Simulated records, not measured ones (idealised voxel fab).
process module | voxel wiring stack
cross-section cut | 180 nm wide | cells 5 nm
A cross-section is a grid of square cells, given in bands from the top down. A band is one or more rows of cells.
Each band's line starts with the height of the band's top and of its bottom, in nm. Then come its materials from left to right, each with its width in nm. One material with "throughout" fills the band from edge to edge. "air" is empty space.
Height 0 is the level under which the wafer as received is all one material. The lowest band goes on downwards, as in "0 down".
A width such as "30 to 40" changes by the same amount from each row of cells to the next, from the band's top row to its bottom row.
"no change" after a step means that no cell of the cross-section changed.
closed voids: empty space of 8 cells or more with no open way to the top, each as width x height at its distance from the left edge, in nm
after a step's settings: what the simulator itself notes on the step
overlay nm, on a step with a mask: how far to the right of its planned place the mask lay; to the left if negative
plan
1 op RECEIVE | material Si
2 op CONFORMAL_DEP | material SiO2 | thk nm 10
3 op CONFORMAL_DEP | material SiN | thk nm 5
4 op DIRECTIONAL_DEP | material SiO2 | thk nm 25
5 op MASKED_ETCH | tone open | mask id METAL_1 | width nm 30 | pitch nm 55 | etch materials SiO2 | depth nm 25 | overlay nm 0
6 op MASKED_ETCH | tone open | mask id METAL_1 | width nm 30 | pitch nm 55 | etch materials SiN | depth nm 5 | overlay nm 0
7 op CONFORMAL_DEP | material TiN | thk nm 5
8 op FILL_DEP | material Cu | thk nm 5
9 op CMP | height nm 40
10 op CONFORMAL_DEP | material SiCN | thk nm 5
11 op DIRECTIONAL_DEP | material lowk | thk nm 15
12 op DIRECTIONAL_DEP | material aC | thk nm 15
13 op PATTERN | tone open | mask id PLUG_1 | material resist | width nm 15 | thk nm 35 | overlay nm 0
14 op DIRECTIONAL_ETCH | etch materials aC | depth nm 15
15 op STRIP | etch materials resist
16 op DIRECTIONAL_ETCH | etch materials lowk | depth nm 15
17 op DIRECTIONAL_ETCH | etch materials SiCN | depth nm 5
18 op STRIP | etch materials aC
19 op EPI | material Ru | thk nm 10
20 op EPI | material Ru | thk nm 10
21 op CONFORMAL_DEP | material SiCN | thk nm 5
22 op DIRECTIONAL_DEP | material SiO2 | thk nm 15
23 op DIRECTIONAL_DEP | material aC | thk nm 15
24 op PATTERN | tone open | mask id METAL_2 | material resist | width nm 30 | pitch nm 55 | thk nm 35 | overlay nm 0
25 op DIRECTIONAL_ETCH | etch materials aC | depth nm 15
26 op STRIP | etch materials resist
27 op DIRECTIONAL_ETCH | etch materials SiO2 | depth nm 15
28 op DIRECTIONAL_ETCH | etch materials SiCN | depth nm 5
29 op STRIP | etch materials aC
30 op CONFORMAL_DEP | material TiN | thk nm 5
31 op FILL_DEP | material W | thk nm 10
32 op CMP | height nm 80
33 op CONFORMAL_DEP | material SiCN | thk nm 5
34 op DIRECTIONAL_DEP | material SiO2 | thk nm 15
35 op DIRECTIONAL_DEP | material aC | thk nm 15
36 op PATTERN | tone open | mask id PLUG_2 | material resist | width nm 15 | pitch nm 55 | thk nm 30 | overlay nm 0
37 op DIRECTIONAL_ETCH | etch materials aC | depth nm 15
38 op STRIP | etch materials resist
39 op DIRECTIONAL_ETCH | etch materials SiO2 | depth nm 15
40 op DIRECTIONAL_ETCH | etch materials SiCN | depth nm 5
41 op STRIP | etch materials aC
42 op CONFORMAL_DEP | material TiN | thk nm 5
43 op FILL_DEP | material Ru | thk nm 5
44 op CMP | height nm 100
45 op DIRECTIONAL_DEP | material TiN | thk nm 5
46 op DIRECTIONAL_DEP | material Ru | thk nm 25
47 op MASKED_ETCH | tone cover | mask id METAL_3 | width nm 30 | pitch nm 55 | etch materials Ru | depth nm 25 | overlay nm 0
48 op MASKED_ETCH | tone cover | mask id METAL_3 | width nm 30 | pitch nm 55 | etch materials TiN | depth nm 5 | overlay nm 0
49 op CONFORMAL_DEP | material SiCN | thk nm 5
50 op FILL_DEP | material SiO2 | thk nm 5
51 op CMP | height nm 130
52 op CONFORMAL_DEP | material SiCN | thk nm 5
53 op DIRECTIONAL_DEP | material lowk | thk nm 25
54 op PATTERN | tone open | mask id METAL_4_HOLES | material resist | width nm 15 | pitch nm 55 | thk nm 15 | overlay nm 0
55 op DIRECTIONAL_ETCH | etch materials lowk | depth nm 25
56 op STRIP | etch materials resist
57 op MASKED_ETCH | tone open | mask id METAL_4 | width nm 30 | pitch nm 55 | etch materials lowk | depth nm 15 | overlay nm 0
58 op MASKED_ETCH | tone open | mask id METAL_4 | width nm 30 | pitch nm 55 | etch materials SiCN | depth nm 5 | overlay nm 0
59 op CONFORMAL_DEP | material TiN | thk nm 5
60 op FILL_DEP | material Cu | thk nm 10
61 op CMP | height nm 160
62 op CONFORMAL_DEP | material SiCN | thk nm 5
as received, after step 1
  0 down: Si throughout
  closed voids: none
first wafer at the end, as planned
  165 to 160: SiCN throughout
  160 to 150: lowk 45 | TiN 5 | Cu 20 | TiN 5 | lowk 25 | TiN 5 | Cu 20 | TiN 5 | lowk 50
  150 to 145: lowk 45 | TiN 5 | Cu 5 | TiN 20 | lowk 25 | TiN 5 | Cu 5 | TiN 20 | lowk 50
  145 to 135: lowk 45 | TiN 5 | Cu 5 | TiN 5 | lowk 40 | TiN 5 | Cu 5 | TiN 5 | lowk 65
  135 to 130: SiCN 45 | TiN 15 | SiCN 40 | TiN 15 | SiCN 65
  130 to 105: SiO2 40 | SiCN 5 | Ru 30 | SiCN 5 | SiO2 15 | SiCN 5 | Ru 30 | SiCN 5 | SiO2 45
  105 to 100: SiCN 45 | TiN 30 | SiCN 25 | TiN 30 | SiCN 50
  100 to 85: SiO2 45 | TiN 5 | Ru 5 | TiN 5 | SiO2 40 | TiN 5 | Ru 5 | TiN 5 | SiO2 65
  85 to 80: SiCN 45 | TiN 15 | SiCN 40 | TiN 15 | SiCN 65
  80 to 65: SiO2 45 | TiN 5 | W 20 | TiN 5 | SiO2 25 | TiN 5 | W 20 | TiN 5 | SiO2 50
  65 to 60: SiCN 45 | TiN 30 | SiCN 25 | TiN 30 | SiCN 50
  60 to 45: lowk 45 | Ru 15 | lowk 120
  45 to 40: SiCN 45 | Ru 15 | SiCN 120
  40 to 15: SiO2 45 | TiN 5 | Cu 20 | TiN 5 | SiO2 25 | TiN 5 | Cu 20 | TiN 5 | SiO2 50
  15 to 10: SiN 45 | TiN 30 | SiN 25 | TiN 30 | SiN 50
  10 to 0: SiO2 throughout
  0 down: Si throughout
  closed voids: none
second wafer at the end: like start, like plan, one mistake
  165 to 160: SiCN throughout
  160 to 150: lowk 45 | TiN 5 | Cu 20 | TiN 5 | lowk 25 | TiN 5 | Cu 20 | TiN 5 | lowk 50
  150 to 145: lowk 45 | TiN 5 | Cu 5 | TiN 20 | lowk 25 | TiN 5 | Cu 5 | TiN 20 | lowk 50
  145 to 135: lowk 45 | TiN 5 | Cu 5 | TiN 5 | lowk 40 | TiN 5 | Cu 5 | TiN 5 | lowk 65
  135 to 130: SiCN 45 | TiN 15 | SiCN 40 | TiN 15 | SiCN 65
  130 to 105: SiO2 40 | SiCN 5 | Ru 30 | SiCN 5 | SiO2 15 | SiCN 5 | Ru 30 | SiCN 5 | SiO2 45
  105 to 100: SiCN 45 | TiN 30 | SiCN 25 | TiN 30 | SiCN 50
  100 to 85: SiO2 45 | TiN 5 | Ru 5 | TiN 5 | SiO2 40 | TiN 5 | Ru 5 | TiN 5 | SiO2 65
  85 to 80: SiCN 45 | TiN 15 | SiCN 40 | TiN 15 | SiCN 65
  80 to 65: SiO2 45 | TiN 5 | W 20 | TiN 5 | SiO2 25 | TiN 5 | W 20 | TiN 5 | SiO2 50
  65 to 60: SiCN 45 | TiN 30 | SiCN 25 | TiN 30 | SiCN 50
  60 to 45: lowk 45 | Ru 15 | lowk 120
  45 to 40: SiCN 45 | Ru 15 | SiCN 120
  40 to 35: TiN 50 | Cu 20 | TiN 35 | Cu 20 | TiN 55
  35 to 15: SiO2 45 | TiN 5 | Cu 20 | TiN 5 | SiO2 25 | TiN 5 | Cu 20 | TiN 5 | SiO2 50
  15 to 10: SiO2 45 | TiN 30 | SiO2 25 | TiN 30 | SiO2 50
  10 to 0: SiO2 throughout
  0 down: Si throughout
  closed voids: none
what went wrong: step 3 was left out
at the end the second wafer has, in cells: 24 fewer of SiN | 24 more of TiN
